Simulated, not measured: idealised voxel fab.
Module name: voxel self aligned vias (process module)
Section cut is 295 nm wide and gridded with 5 nm square cells.
A cross-section in this document is a grid of square cells, and it is written down as bands, the top band listed before the ones below it; a band is made up of one or more rows of cells.
Per band: top height and bottom height in nm, followed by the left-to-right materials and their widths in nm; "throughout" marks a single material spanning edge to edge, "air" marks empty space.
For the purposes of this specification, 0 denotes the height below which the wafer in its as-received condition is composed wholly of one material, and the lowermost band, lacking a lower limit, extends downward without end, as expressed in "0 -> down".
With a width like "30..40", each row of cells in the band differs from the next by the same amount, the top row carrying the first number and the bottom row the second.
For the purposes of this document, the phrase "no alterations made" attached to a step denotes that no cell within the cross-section was modified by that step.
Closed empty spaces (no open way to the top) of 8 cells or more are what "Sealed-off cavities" lists, each as width x height at distance from the left edge, nm for all three.
On a step's line, text after the settings is the simulator commenting on that step.
The setting "overlay nm" may be written on the line of a step. When the step uses a mask, the value reports how far to the right of the planned place the mask lay, and a negative value reports that it lay to the left.

This section lists the process steps that were planned:
- 1: RECEIVE,material Si
- 2: CONFORMAL_DEP,material SiO2,thk nm 10
- 3: CONFORMAL_DEP,material SiCN,thk nm 5
- 4: DIRECTIONAL_DEP,material SiO2,thk nm 25
- 5: DIRECTIONAL_DEP,material aC,thk nm 15
- 6: PATTERN,tone open,mask id LINES,material resist,width nm 20,pitch nm 55,thk nm 30,overlay nm 0
- 7: DIRECTIONAL_ETCH,etch materials aC,depth nm 15
- 8: STRIP,etch materials resist
- 9: DIRECTIONAL_ETCH,etch materials SiO2,depth nm 25
- 10: STRIP,etch materials aC
- 11: CONFORMAL_DEP,material TiN,thk nm 5
- 12: FILL_DEP,material W,thk nm 10
- 13: CMP,height nm 40
- 14: SELECTIVE_ETCH,etch materials W Ru TiN,depth nm 5
- 15: FILL_DEP,material SiN,thk nm 5
- 16: CMP,height nm 40
- 17: DIRECTIONAL_DEP,material SiO2,thk nm 20
- 18: MASKED_ETCH,tone open,mask id VIAS,width nm 30,pitch nm 55,etch materials SiO2,depth nm 20,overlay nm 0
- 19: MASKED_ETCH,tone open,mask id VIAS,width nm 30,pitch nm 55,etch materials SiN,depth nm 5,overlay nm 0
- 20: CONFORMAL_DEP,material TiN,thk nm 5
- 21: FILL_DEP,material Ru,thk nm 10
- 22: CMP,height nm 60
- 23: CONFORMAL_DEP,material SiN,thk nm 5

Wafer, first of two, run as planned:

Cross-section: wafer on arrival = after step 1:
0 -> down  Si throughout
Sealed-off cavities: none

How the wafer stands in section after step 2:
10 -> 0  SiO2 throughout
Whatever lies below 0 is exactly as it was before.

How the wafer stands in section after step 3:
15 -> 10  SiCN throughout
Whatever lies below 10 is exactly as it was before.

How the wafer stands in section after step 4:
40 -> 15  SiO2 throughout
Whatever lies below 15 is exactly as it was before.

How the wafer stands in section after step 5:
55 -> 40  aC throughout
Whatever lies below 40 is exactly as it was before.

How the wafer stands in section after step 6:
85 -> 55  resist 80 / air 20 / resist 35 / air 20 / resist 35 / air 20 / resist 85
Whatever lies below 55 is exactly as it was before.

How the wafer stands in section after step 7:
70 -> 55  resist 80 / air 20 / resist 35 / air 20 / resist 35 / air 20 / resist 85
55 -> 40  aC 80 / air 20 / aC 35 / air 20 / aC 35 / air 20 / aC 85
Whatever lies below 40 is exactly as it was before.

How the wafer stands in section after step 8:
55 -> 40  aC 80 / air 20 / aC 35 / air 20 / aC 35 / air 20 / aC 85
Whatever lies below 40 is exactly as it was before.

How the wafer stands in section after step 9:
55 -> 40  aC 80 / air 20 / aC 35 / air 20 / aC 35 / air 20 / aC 85
40 -> 15  SiO2 80 / air 20 / SiO2 35 / air 20 / SiO2 35 / air 20 / SiO2 85
Whatever lies below 15 is exactly as it was before.

How the wafer stands in section after step 10:
40 -> 15  SiO2 80 / air 20 / SiO2 35 / air 20 / SiO2 35 / air 20 / SiO2 85
Whatever lies below 15 is exactly as it was before.

How the wafer stands in section after step 11:
45 -> 40  TiN 85 / air 10 / TiN 45 / air 10 / TiN 45 / air 10 / TiN 90
40 -> 20  SiO2 80 / TiN 5 / air 10 / TiN 5 / SiO2 35 / TiN 5 / air 10 / TiN 5 / SiO2 35 / TiN 5 / air 10 / TiN 5 / SiO2 85
20 -> 15  SiO2 80 / TiN 20 / SiO2 35 / TiN 20 / SiO2 35 / TiN 20 / SiO2 85
Whatever lies below 15 is exactly as it was before.

How the wafer stands in section after step 12:
55 -> 45  W throughout
45 -> 40  TiN 85 / W 10 / TiN 45 / W 10 / TiN 45 / W 10 / TiN 90
40 -> 20  SiO2 80 / TiN 5 / W 10 / TiN 5 / SiO2 35 / TiN 5 / W 10 / TiN 5 / SiO2 35 / TiN 5 / W 10 / TiN 5 / SiO2 85
Whatever lies below 20 is exactly as it was before.

How the wafer stands in section after step 13:
40 -> 20  SiO2 80 / TiN 5 / W 10 / TiN 5 / SiO2 35 / TiN 5 / W 10 / TiN 5 / SiO2 35 / TiN 5 / W 10 / TiN 5 / SiO2 85
Whatever lies below 20 is exactly as it was before.

How the wafer stands in section after step 14:
40 -> 35  SiO2 80 / air 20 / SiO2 35 / air 20 / SiO2 35 / air 20 / SiO2 85
Whatever lies below 35 is exactly as it was before.

How the wafer stands in section after step 15:
45 -> 40  SiN throughout
40 -> 35  SiO2 80 / SiN 20 / SiO2 35 / SiN 20 / SiO2 35 / SiN 20 / SiO2 85
Whatever lies below 35 is exactly as it was before.

How the wafer stands in section after step 16:
40 -> 35  SiO2 80 / SiN 20 / SiO2 35 / SiN 20 / SiO2 35 / SiN 20 / SiO2 85
Whatever lies below 35 is exactly as it was before.

How the wafer stands in section after step 17:
60 -> 40  SiO2 throughout
Whatever lies below 40 is exactly as it was before.

How the wafer stands in section after step 18:
60 -> 40  SiO2 75 / air 30 / SiO2 25 / air 30 / SiO2 25 / air 30 / SiO2 80
Whatever lies below 40 is exactly as it was before.

How the wafer stands in section after step 19:
60 -> 40  SiO2 75 / air 30 / SiO2 25 / air 30 / SiO2 25 / air 30 / SiO2 80
40 -> 35  SiO2 80 / air 20 / SiO2 35 / air 20 / SiO2 35 / air 20 / SiO2 85
Whatever lies below 35 is exactly as it was before.

How the wafer stands in section after step 20:
65 -> 60  TiN 80 / air 20 / TiN 35 / air 20 / TiN 35 / air 20 / TiN 85
60 -> 45  SiO2 75 / TiN 5 / air 20 / TiN 5 / SiO2 25 / TiN 5 / air 20 / TiN 5 / SiO2 25 / TiN 5 / air 20 / TiN 5 / SiO2 80
45 -> 40  SiO2 75 / TiN 10 / air 10 / TiN 10 / SiO2 25 / TiN 10 / air 10 / TiN 10 / SiO2 25 / TiN 10 / air 10 / TiN 10 / SiO2 80
40 -> 35  SiO2 80 / TiN 20 / SiO2 35 / TiN 20 / SiO2 35 / TiN 20 / SiO2 85
Whatever lies below 35 is exactly as it was before.

How the wafer stands in section after step 21:
75 -> 65  Ru throughout
65 -> 60  TiN 80 / Ru 20 / TiN 35 / Ru 20 / TiN 35 / Ru 20 / TiN 85
60 -> 45  SiO2 75 / TiN 5 / Ru 20 / TiN 5 / SiO2 25 / TiN 5 / Ru 20 / TiN 5 / SiO2 25 / TiN 5 / Ru 20 / TiN 5 / SiO2 80
45 -> 40  SiO2 75 / TiN 10 / Ru 10 / TiN 10 / SiO2 25 / TiN 10 / Ru 10 / TiN 10 / SiO2 25 / TiN 10 / Ru 10 / TiN 10 / SiO2 80
Whatever lies below 40 is exactly as it was before.

How the wafer stands in section after step 22:
60 -> 45  SiO2 75 / TiN 5 / Ru 20 / TiN 5 / SiO2 25 / TiN 5 / Ru 20 / TiN 5 / SiO2 25 / TiN 5 / Ru 20 / TiN 5 / SiO2 80
Whatever lies below 45 is exactly as it was before.

How the wafer stands in section after step 23:
65 -> 60  SiN throughout
Whatever lies below 60 is exactly as it was before.

Second wafer, same starting state and plan as the first, one mistake in the run, identical through step 21:

Cross-sectional representation of the second wafer at the time designated in the plan for the completion of step 22:
55 -> 45  SiO2 75 / TiN 5 / Ru 20 / TiN 5 / SiO2 25 / TiN 5 / Ru 20 / TiN 5 / SiO2 25 / TiN 5 / Ru 20 / TiN 5 / SiO2 80
Whatever lies below 45 is exactly as it was before.

Cross-sectional representation of the second wafer at the time designated in the plan for the completion of step 23:
60 -> 55  SiN throughout
Whatever lies below 55 is exactly as it was before.
Heads up, the wafer didn't run the way we planned it: step 22: run off-plan, actual operation and settings CMP,height nm 55
Upon completion, the second wafer contains, in terms of cells, a greater or smaller amount of certain materials than the first wafer: Ru -12, SiO2 -41, TiN -6
